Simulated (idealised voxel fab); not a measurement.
process module | voxel released beams
cross-section cut | 230 nm wide | cells 5 nm
A cross-section is a grid of square cells, given in bands from the top down. A band is one or more rows of cells.
Each band's line starts with the height of the band's top and of its bottom, in nm. Then come its materials from left to right, each with its width in nm. One material with "throughout" fills the band from edge to edge. "air" is empty space.
Height 0 is the level under which the wafer as received is all one material. The lowest band goes on downwards, as in "0 down".
A width such as "30 to 40" changes by the same amount from each row of cells to the next, from the band's top row to its bottom row.
"no change" after a step means that no cell of the cross-section changed.
closed voids: empty space of 8 cells or more with no open way to the top, each as width x height at its distance from the left edge, in nm
after a step's settings: what the simulator itself notes on the step
overlay nm, on a step with a mask: how far to the right of its planned place the mask lay; to the left if negative
plan
1 op RECEIVE | material Si
2 op CONFORMAL_DEP | material Al2O3 | thk nm 10
3 op DIRECTIONAL_DEP | material SiO2 | thk nm 15
4 op PATTERN | tone open | mask id ANCHOR | material resist | width nm 35 | thk nm 15 | overlay nm 0
5 op DIRECTIONAL_ETCH | etch materials SiO2 | depth nm 15
6 op STRIP | etch materials resist
7 op CONFORMAL_DEP | material polySi | thk nm 10
8 op DIRECTIONAL_DEP | material aC | thk nm 10
9 op PATTERN | tone cover | mask id BEAM | material resist | width nm 95 | thk nm 25 | overlay nm 0
10 op DIRECTIONAL_ETCH | etch materials aC | depth nm 10
11 op STRIP | etch materials resist
12 op DIRECTIONAL_ETCH | etch materials polySi | depth nm 10
13 op STRIP | etch materials aC
14 op STRIP | etch materials SiO2
first wafer, as planned
as received, after step 1
  0 down: Si throughout
  closed voids: none
after step 2
  10 to 0: Al2O3 throughout
  below 0: unchanged
after step 3
  25 to 10: SiO2 throughout
  below 10: unchanged
after step 4
  40 to 25: resist 70 | air 35 | resist 125
  below 25: unchanged
after step 5
  40 to 25: resist 70 | air 35 | resist 125
  25 to 10: SiO2 70 | air 35 | SiO2 125
  below 10: unchanged
after step 6
  25 to 10: SiO2 70 | air 35 | SiO2 125
  below 10: unchanged
after step 7
  35 to 25: polySi 80 | air 15 | polySi 135
  25 to 20: SiO2 70 | polySi 10 | air 15 | polySi 10 | SiO2 125
  20 to 10: SiO2 70 | polySi 35 | SiO2 125
  below 10: unchanged
after step 8
  45 to 35: aC 80 | air 15 | aC 135
  35 to 30: polySi 80 | air 15 | polySi 135
  30 to 25: polySi 80 | aC 15 | polySi 135
  25 to 20: SiO2 70 | polySi 10 | aC 15 | polySi 10 | SiO2 125
  below 20: unchanged
after step 9
  70 to 45: air 65 | resist 95 | air 70
  45 to 35: aC 80 | resist 15 | aC 135
  35 to 30: polySi 80 | resist 15 | polySi 135
  below 30: unchanged
after step 10
  60 to 45: air 65 | resist 95 | air 70
  45 to 35: air 65 | aC 15 | resist 15 | aC 65 | air 70
  below 35: unchanged
after step 11
  45 to 35: air 65 | aC 15 | air 15 | aC 65 | air 70
  35 to 30: polySi 80 | air 15 | polySi 135
  below 30: unchanged
after step 12
  45 to 35: air 65 | aC 15 | air 15 | aC 65 | air 70
  35 to 30: air 65 | polySi 15 | air 15 | polySi 65 | air 70
  30 to 25: air 65 | polySi 15 | aC 15 | polySi 65 | air 70
  below 25: unchanged
after step 13
  35 to 25: air 65 | polySi 15 | air 15 | polySi 65 | air 70
  25 to 20: SiO2 70 | polySi 10 | air 15 | polySi 10 | SiO2 125
  below 20: unchanged
after step 14
  35 to 25: air 65 | polySi 15 | air 15 | polySi 65 | air 70
  25 to 20: air 70 | polySi 10 | air 15 | polySi 10 | air 125
  20 to 10: air 70 | polySi 35 | air 125
  below 10: unchanged
second wafer: like start, like plan, one mistake. Through step 3 it matches the first wafer
when step 4 should have ended
  40 to 25: air 70 | resist 35 | air 125
  below 25: unchanged
when step 5 should have ended
  40 to 25: air 70 | resist 35 | air 125
  25 to 10: air 70 | SiO2 35 | air 125
  below 10: unchanged
when step 6 should have ended
  25 to 10: air 70 | SiO2 35 | air 125
  below 10: unchanged
when step 7 should have ended
  35 to 25: air 60 | polySi 55 | air 115
  25 to 20: air 60 | polySi 10 | SiO2 35 | polySi 10 | air 115
  20 to 10: polySi 70 | SiO2 35 | polySi 125
  below 10: unchanged
when step 8 should have ended
  45 to 35: air 60 | aC 55 | air 115
  35 to 30: air 60 | polySi 55 | air 115
  30 to 25: aC 60 | polySi 55 | aC 115
  25 to 20: aC 60 | polySi 10 | SiO2 35 | polySi 10 | aC 115
  below 20: unchanged
when step 9 should have ended
  70 to 45: air 65 | resist 95 | air 70
  45 to 35: air 60 | aC 55 | resist 45 | air 70
  35 to 30: air 60 | polySi 55 | resist 45 | air 70
  below 30: unchanged
when step 10 should have ended
  60 to 45: air 65 | resist 95 | air 70
  45 to 35: air 65 | aC 50 | resist 45 | air 70
  35 to 30: air 60 | polySi 55 | resist 45 | air 70
  30 to 25: air 60 | polySi 55 | aC 45 | air 70
  25 to 20: air 60 | polySi 10 | SiO2 35 | polySi 10 | aC 45 | air 70
  below 20: unchanged
when step 11 should have ended
  45 to 35: air 65 | aC 50 | air 115
  35 to 30: air 60 | polySi 55 | air 115
  below 30: unchanged
when step 12 should have ended
  45 to 35: air 65 | aC 50 | air 115
  35 to 30: air 65 | polySi 50 | air 115
  30 to 25: air 65 | polySi 50 | aC 45 | air 70
  25 to 20: air 60 | polySi 10 | SiO2 35 | polySi 10 | aC 45 | air 70
  20 to 10: air 60 | polySi 10 | SiO2 35 | polySi 55 | air 70
  below 10: unchanged
when step 13 should have ended
  35 to 25: air 65 | polySi 50 | air 115
  25 to 20: air 60 | polySi 10 | SiO2 35 | polySi 10 | air 115
  below 20: unchanged
when step 14 should have ended: no change
what went wrong: step 4 ran as: op PATTERN | tone cover | mask id ANCHOR | material resist | width nm 35 | thk nm 15 | overlay nm 0
at the end the second wafer has, in cells: 21 more of SiO2
